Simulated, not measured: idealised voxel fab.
You're looking at the process module voxel self aligned contacts.
Cross-section cut spans 195 nm and uses square cells 5 nm in size.
In what follows, cross-sections appear as grids of square cells, described through bands that run from the top down, where every band is one or more rows of cells.
Band: top and bottom heights (nm) first, top before bottom; then materials from left to right, widths in nm. "full width" marks a sole material filling the band edge to edge. "blank" denotes empty space.
Heads up on the height convention: 0 is the point under which the incoming wafer is all one material, and the lowest band has no bottom, it just keeps going down, like "0 -> down".
The notation "30->40" denotes a width that varies across the rows of cells in the band, beginning at the first number in the top row, finishing at the second number in the bottom row, and changing by an identical amount from each row to the next.
It should be understood that the words "everything unchanged", when stated for a given step, signify that the cross-section underwent no change in any of its cells during that step.
You'll see "Sealed void inventory" listing empty spaces that have no way open to the top, as long as they're 8 cells or more; the notation is width x height at distance, where the distance is from the left edge, and all of it is in nm.
Post-settings text on a step line: simulator's own remark regarding the step.
overlay nm, on a step with a mask: how far to the right of its planned place the mask lay; to the left if negative

### Listed below are the process steps as planned
1,RECEIVE: material Si
2,CONFORMAL_DEP: material SiO2, thk nm 5
3,DIRECTIONAL_DEP: material polySi, thk nm 25
4,DIRECTIONAL_DEP: material SiN, thk nm 25
5,DIRECTIONAL_DEP: material aC, thk nm 15
6,PATTERN: tone cover, mask id GATE, material resist, width nm 25, pitch nm 65, thk nm 35, overlay nm 0
7,DIRECTIONAL_ETCH: etch materials aC, depth nm 15
8,STRIP: etch materials resist
9,DIRECTIONAL_ETCH: etch materials SiN, depth nm 25
10,DIRECTIONAL_ETCH: etch materials polySi, depth nm 25
11,STRIP: etch materials aC
12,CONFORMAL_DEP: material SiN, thk nm 10
13,DIRECTIONAL_ETCH: etch materials SiN, depth nm 10
14,FILL_DEP: material SiO2, thk nm 15
15,CMP: height nm 60
16,MASKED_ETCH: tone open, mask id CONTACT, width nm 50, etch materials SiO2, depth nm 60, overlay nm 0
17,CONFORMAL_DEP: material TiN, thk nm 5
18,FILL_DEP: material Ru, thk nm 5
19,CMP: height nm 60
20,CONFORMAL_DEP: material SiN, thk nm 5

### Wafer at receipt (post step 1), cross-section
- 0 -> down | Si full width
- Sealed void inventory: none

### first wafer at the end, as planned
- 65 -> 60 | SiN full width
- 60 -> 55 | SiO2 70 nm / TiN 20 nm / Ru 10 nm / TiN 20 nm / SiO2 75 nm
- 55 -> 30 | SiO2 40 nm / SiN 45 nm / TiN 5 nm / Ru 10 nm / TiN 5 nm / SiN 45 nm / SiO2 45 nm
- 30 -> 5 | SiO2 40 nm / SiN 10 nm / polySi 25 nm / SiN 10 nm / TiN 5 nm / Ru 10 nm / TiN 5 nm / SiN 10 nm / polySi 25 nm / SiN 10 nm / SiO2 45 nm
- 5 -> 0 | SiO2 85 nm / TiN 20 nm / SiO2 90 nm
- 0 -> down | Si full width
- Sealed void inventory: none

### Second of two wafers, module complete, sectioned: it shares the first wafer's start and plan but was run with one mistake
- 65 -> 60 | SiN full width
- 60 -> 55 | Ru 35 nm / TiN 35 nm / SiO2 50 nm / TiN 35 nm / Ru 40 nm
- 55 -> 30 | Ru 35 nm / TiN 5 nm / SiN 45 nm / SiO2 20 nm / SiN 45 nm / TiN 5 nm / Ru 40 nm
- 30 -> 5 | Ru 35 nm / TiN 5 nm / SiN 10 nm / polySi 25 nm / SiN 10 nm / SiO2 20 nm / SiN 10 nm / polySi 25 nm / SiN 10 nm / TiN 5 nm / Ru 40 nm
- 5 -> 0 | TiN 40 nm / SiO2 110 nm / TiN 45 nm
- 0 -> down | Si full width
- Sealed void inventory: none
In executing the process, a mistake was made relative to the plan: planned and actual differ for step 16; actual: MASKED_ETCH: tone cover, mask id CONTACT, width nm 50, etch materials SiO2, depth nm 60, overlay nm 0
Final tally in cells, some materials are higher or lower on the second wafer than on the first: Ru +143; SiO2 -162; TiN +19
